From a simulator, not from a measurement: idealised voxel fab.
Title: Process Module voxel fin reveal
Xsec cut, 295 nm wide, square cell size 5 nm.
A cross-section in this document is a grid of square cells, and it is written down as bands, the top band listed before the ones below it; a band is made up of one or more rows of cells. Quick guide to a band line: top height, bottom height (nm) up front; then every material left to right with its width in nm. Only one material and it's marked "throughout"? Then it fills the band edge to edge. And "blank" just means empty space. The level at which height equals 0 is the one under which the wafer, as it arrives, is entirely one material. No lower edge exists for the bottom band, which continues downward and is notated as in "top 0, no bottom". A two-number width, for instance "30..40", indicates that the width is equal to the first number in the top row of the band and to the second number in the bottom row, and that it changes by a constant amount per row of cells. It should be understood that the words "no change", when stated for a given step, signify that the cross-section underwent no change in any of its cells during that step. Basically, "Closed void roster" tells you about the enclosed voids: empty spaces with no open way to the top, 8 cells or bigger, each written width x height at distance, where distance is from the left edge, all in nm. What comes after the settings on a step's line is commentary from the simulator itself on that step. Among the settings permitted on a step's line is "overlay nm"; applied to a step with a mask, it specifies the extent to which the mask lay to the right of its planned position, whereas a negative figure signifies a position to the left.
The planned process steps are enumerated hereunder:
- 1: RECEIVE | material Si
- 2: CONFORMAL_DEP | material SiN | thk nm 10
- 3: DIRECTIONAL_DEP | material aC | thk nm 10
- 4: PATTERN | tone cover | mask id FINS | material resist | width nm 15 | pitch nm 45 | thk nm 30 | overlay nm 0
- 5: DIRECTIONAL_ETCH | etch materials aC | depth nm 10
- 6: STRIP | etch materials resist
- 7: DIRECTIONAL_ETCH | etch materials SiN | depth nm 10
- 8: DIRECTIONAL_ETCH | etch materials Si | depth nm 40
- 9: STRIP | etch materials aC
- 10: FILL_DEP | material SiO2 | thk nm 5
- 11: CMP | height nm 10
- 12: SELECTIVE_ETCH | etch materials SiO2 | depth nm 25
- 13: STRIP | etch materials SiN
Incoming wafer in cross-section (state: after step 1):
	top 0, no bottom = Si throughout
	Closed void roster: none
First of two wafers: cross-section at end of module, run per plan:
	top 0, bottom -15 = blank: 70; Si: 15; blank: 30; Si: 15; blank: 30; Si: 15; blank: 30; Si: 15; blank: 75
	top -15, bottom -40 = SiO2: 70; Si: 15; SiO2: 30; Si: 15; SiO2: 30; Si: 15; SiO2: 30; Si: 15; SiO2: 75
	top -40, no bottom = Si throughout
	Closed void roster: none
End-of-module cross-section of the second wafer: identical starting point and process plan to the first, with one processing mistake:
	top 0, bottom -15 = blank: 70; Si: 15; blank: 30; Si: 15; blank: 30; Si: 15; blank: 30; Si: 15; blank: 75
	top -15, bottom -45 = SiO2: 70; Si: 15; SiO2: 30; Si: 15; SiO2: 30; Si: 15; SiO2: 30; Si: 15; SiO2: 75
	top -45, no bottom = Si throughout
	Closed void roster: none
what went wrong: step 8 ran with different settings than intended, the actual operation and settings being DIRECTIONAL_ETCH | etch materials Si | depth nm 45
Final difference in cells, second wafer against first, listed per material as more or fewer: -47 Si; +47 SiO2
